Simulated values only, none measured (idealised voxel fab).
This section sets out a process module, namely voxel capacitor over wiring.
It is cross-section cut that appears here, measuring 300 nm in width, its square cells being 5 nm in size.
Bands, listed from the top down, are how a cross-section gets written in this document; the cross-section itself is a grid of square cells, and a band is one or more rows of them.
Band: top height; bottom height; in nm. Then, left to right: material with width in nm, for each material. "everywhere": a single material spanning edge to edge. "blank": empty space.
Ref level 0: as-received wafer is one material below here. Bottom band extends down with no lower bound ("0 down").
With a width like "30..40", each row of cells in the band differs from the next by the same amount, the top row carrying the first number and the bottom row the second.
Step marked "no modifications"? Then no cell in the cross-section changed in it.
Entry "Closed empty spaces" = empty spaces >= 8 cells with no open way to the top; each as width x height at distance, distance from left edge, all nm.
On a step's line, text after the settings is the simulator commenting on that step.
Steps that use a mask can have "overlay nm" on their line. It says how far the mask sat to the right of where it was meant to be. Negative means to the left.
PROCESS STEPS FORESEEN IN THE PLAN
1,RECEIVE,material Si
2,CONFORMAL_DEP,material SiO2,thk nm 15
3,DIRECTIONAL_DEP,material TiN,thk nm 5
4,DIRECTIONAL_DEP,material Ru,thk nm 20
5,PATTERN,tone cover,mask id METAL_1,material resist,width nm 20,pitch nm 75,thk nm 20,overlay nm 0
6,DIRECTIONAL_ETCH,etch materials Ru,depth nm 20
7,DIRECTIONAL_ETCH,etch materials TiN,depth nm 5
8,STRIP,etch materials resist
9,FILL_DEP,material SiO2,thk nm 5
10,CMP,height nm 40
11,CONFORMAL_DEP,material SiCN,thk nm 5
12,DIRECTIONAL_DEP,material lowk,thk nm 20
13,MASKED_ETCH,tone open,mask id PLUG_1,width nm 15,etch materials lowk,depth nm 20,overlay nm 0
14,MASKED_ETCH,tone open,mask id PLUG_1,width nm 15,etch materials SiCN,depth nm 5,overlay nm 0
15,EPI,material Ru,thk nm 10
16,EPI,material Ru,thk nm 10
17,EPI,material Ru,thk nm 5
18,DIRECTIONAL_DEP,material TiN,thk nm 5
19,DIRECTIONAL_DEP,material SiN,thk nm 5
20,DIRECTIONAL_DEP,material TiN,thk nm 10
21,PATTERN,tone cover,mask id UPPER_PLATE,material resist,width nm 60,thk nm 20,overlay nm 0
22,DIRECTIONAL_ETCH,etch materials TiN,depth nm 10
23,DIRECTIONAL_ETCH,etch materials SiN,depth nm 5
24,STRIP,etch materials resist
25,MASKED_ETCH,tone cover,mask id LOWER_PLATE,width nm 70,etch materials TiN,depth nm 5,overlay nm 0
26,FILL_DEP,material SiO2,thk nm 15
27,CMP,height nm 95
28,PATTERN,tone open,mask id PLUG_2,material resist,width nm 15,thk nm 15,overlay nm 0
29,DIRECTIONAL_ETCH,etch materials SiO2,depth nm 10
30,STRIP,etch materials resist
31,CONFORMAL_DEP,material TiN,thk nm 5
32,FILL_DEP,material W,thk nm 10
33,CMP,height nm 95
34,CONFORMAL_DEP,material SiCN,thk nm 5
AS RECEIVED, AFTER STEP 1
  0 down  Si everywhere
  Closed empty spaces: none
STARTING WAFER: ABOVE. PLAN: ABOVE. RUN: ONE MISTAKE. CROSS-SECTION AFTER THE MODULE: BELOW
  100 to 95  SiCN everywhere
  95 to 90  SiO2 100 nm / TiN 70 nm / SiO2 130 nm
  90 to 65  Ru everywhere
  65 to 45  TiN everywhere
  45 to 40  SiCN everywhere
  40 to 20  SiO2 100 nm / Ru 20 nm / SiO2 55 nm / Ru 20 nm / SiO2 105 nm
  20 to 15  SiO2 100 nm / TiN 20 nm / SiO2 55 nm / TiN 20 nm / SiO2 105 nm
  15 to 0  SiO2 everywhere
  0 down  Si everywhere
  Closed empty spaces: none
What went wrong in running the wafer? step 12 deviated from plan and actually ran as DIRECTIONAL_DEP,material TiN,thk nm 20
